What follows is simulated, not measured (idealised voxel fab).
The process module presented herein is designated voxel local oxidation.
Section shown: cut. Width: 270 nm. Cell size: 5 nm, square.
A cross-section is a grid of square cells, given in bands from the top down. A band is one or more rows of cells.
Each band's line starts with the height of the band's top and of its bottom, in nm. Then come its materials from left to right, each with its width in nm. One material with "all across" fills the band from edge to edge. "empty" is empty space.
Heads up on the height convention: 0 is the point under which the incoming wafer is all one material, and the lowest band has no bottom, it just keeps going down, like "0 -> down".
A width such as "30->40" changes by the same amount from each row of cells to the next, from the band's top row to its bottom row.
A step reported as "nothing got changed" is a step in which no cell of the cross-section changed.
Closed-off voids of 8+ cells (no open route to the top) go in "Closed internal voids", written width x height at distance from the left edge, in nm.
after a step's settings: what the simulator itself notes on the step
overlay nm: on a step with a mask, how far right of its planned place the mask lay; negative means left.
-- Here's what the planned process steps look like
1,RECEIVE: material Si
2,OXIDIZE: depth nm 5
3,CONFORMAL_DEP: material SiN, thk nm 10
4,MASKED_ETCH: tone cover, mask id ACTIVE, width nm 100, etch materials SiN, depth nm 10, overlay nm 0
5,SELECTIVE_ETCH: etch materials SiO2, depth nm 5
6,OXIDIZE: depth nm 15
7,STRIP: etch materials SiN
-- Received-state cross-section, reflecting completion of step 1
    0 -> down | Si all across
    Closed internal voids: none
-- The plan above was carried out on the starting structure above with one mistake, and this cross-section shows the wafer at the end of the module
    0 -> -5 | empty: 100, SiO2: 70, empty: 100
    -5 -> -20 | SiO2: 115, Si: 40, SiO2: 115
    -20 -> down | Si all across
    Closed internal voids: none
In executing the process, a mistake was made relative to the plan: step 5 ran as: SELECTIVE_ETCH: etch materials SiO2, depth nm 15
